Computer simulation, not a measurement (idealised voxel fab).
Process module, titled voxel capacitor over wiring
Section shown: cut. Width: 240 nm. Cell size: 5 nm, square.
Square cells in a grid make up a cross-section in this document, and the grid is given as bands, listed from the top down, each one or more rows of cells.
Band: top height; bottom height; in nm. Then, left to right: material with width in nm, for each material. "full width": a single material spanning edge to edge. "empty": empty space.
A quick word on heights: they are counted from 0, and under that level the wafer as it came to us is one material throughout. The lowest band is different from the rest in having no bottom; it simply continues downward, written as in "top 0, no bottom".
You'd read "30->40" like this: the band's top row of cells is as wide as the first number, its bottom row is as wide as the second, and going down, every row changes width by the same amount as the row before did.
Reading "remains unaltered" for a step: not a cell of the cross-section changed in it.
So "Completely sealed voids" is basically the list of trapped voids: any empty space of 8 cells or more that can't reach the top through an opening. They're written width x height at distance, the distance being from the left edge, and it's all nm.
The remark found on a step's line after its settings is issued by the simulator itself and pertains to that step.
Steps that use a mask can have "overlay nm" on their line. It says how far the mask sat to the right of where it was meant to be. Negative means to the left.

THIS SECTION LISTS THE PROCESS STEPS THAT WERE PLANNED
1 RECEIVE [material Si]
2 CONFORMAL_DEP [material SiO2] [thk nm 10]
3 DIRECTIONAL_DEP [material TiN] [thk nm 5]
4 DIRECTIONAL_DEP [material W] [thk nm 15]
5 DIRECTIONAL_DEP [material aC] [thk nm 15]
6 PATTERN [tone cover] [mask id METAL_1] [material resist] [width nm 20] [pitch nm 70] [thk nm 35] [overlay nm 0]
7 DIRECTIONAL_ETCH [etch materials aC] [depth nm 15]
8 STRIP [etch materials resist]
9 DIRECTIONAL_ETCH [etch materials W] [depth nm 15]
10 DIRECTIONAL_ETCH [etch materials TiN] [depth nm 5]
11 STRIP [etch materials aC]
12 FILL_DEP [material lowk] [thk nm 5]
13 CMP [height nm 30]
14 CONFORMAL_DEP [material SiCN] [thk nm 5]
15 DIRECTIONAL_DEP [material lowk] [thk nm 10]
16 DIRECTIONAL_DEP [material aC] [thk nm 10]
17 PATTERN [tone open] [mask id PLUG_1] [material resist] [width nm 15] [thk nm 30] [overlay nm 0]
18 DIRECTIONAL_ETCH [etch materials aC] [depth nm 10]
19 STRIP [etch materials resist]
20 DIRECTIONAL_ETCH [etch materials lowk] [depth nm 10]
21 DIRECTIONAL_ETCH [etch materials SiCN] [depth nm 5]
22 STRIP [etch materials aC]
23 CONFORMAL_DEP [material TiN] [thk nm 5]
24 FILL_DEP [material W] [thk nm 10]
25 CMP [height nm 45]
26 DIRECTIONAL_DEP [material TiN] [thk nm 5]
27 DIRECTIONAL_DEP [material SiN] [thk nm 5]
28 DIRECTIONAL_DEP [material TiN] [thk nm 10]
29 DIRECTIONAL_DEP [material aC] [thk nm 15]
30 PATTERN [tone cover] [mask id UPPER_PLATE] [material resist] [width nm 55] [thk nm 35] [overlay nm 0]
31 DIRECTIONAL_ETCH [etch materials aC] [depth nm 15]
32 STRIP [etch materials resist]
33 DIRECTIONAL_ETCH [etch materials TiN] [depth nm 10]
34 DIRECTIONAL_ETCH [etch materials SiN] [depth nm 5]
35 STRIP [etch materials aC]
36 PATTERN [tone cover] [mask id LOWER_PLATE] [material resist] [width nm 65] [thk nm 15] [overlay nm 0]
37 DIRECTIONAL_ETCH [etch materials TiN] [depth nm 5]
38 STRIP [etch materials resist]
39 FILL_DEP [material SiO2] [thk nm 15]
40 CMP [height nm 75]
41 PATTERN [tone open] [mask id PLUG_2] [material resist] [width nm 15] [thk nm 20] [overlay nm 0]
42 DIRECTIONAL_ETCH [etch materials SiO2] [depth nm 10]
43 STRIP [etch materials resist]
44 CONFORMAL_DEP [material TiN] [thk nm 5]
45 FILL_DEP [material Ru] [thk nm 5]
46 CMP [height nm 75]
47 CONFORMAL_DEP [material SiCN] [thk nm 5]

AS RECEIVED, AFTER STEP 1
> top 0, no bottom | Si full width
> Completely sealed voids: none

SAME STARTING WAFER, SAME PLAN AS ABOVE, ONE MISTAKE IN THE EXECUTION; THIS IS THE CROSS-SECTION AT THE END OF THE MODULE
> top 75, bottom 70 | SiCN full width
> top 70, bottom 65 | 90 nm SiO2 / 15 nm TiN / 135 nm SiO2
> top 65, bottom 55 | 80 nm SiO2 / 55 nm TiN / 105 nm SiO2
> top 55, bottom 50 | 80 nm SiO2 / 55 nm SiN / 105 nm SiO2
> top 50, bottom 45 | 75 nm SiO2 / 65 nm TiN / 100 nm SiO2
> top 45, bottom 35 | 80 nm lowk / 5 nm TiN / 5 nm W / 5 nm TiN / 145 nm lowk
> top 35, bottom 30 | 80 nm SiCN / 15 nm TiN / 145 nm SiCN
> top 30, bottom 15 | 75 nm lowk / 20 nm W / 50 nm lowk / 20 nm W / 75 nm lowk
> top 15, bottom 10 | 75 nm lowk / 20 nm TiN / 50 nm lowk / 20 nm TiN / 75 nm lowk
> top 10, bottom 0 | SiO2 full width
> top 0, no bottom | Si full width
> Completely sealed voids: none
Diagnosis: it should be noted that step 46 was executed with settings other than those planned, the operation and settings actually applied being CMP [height nm 70]
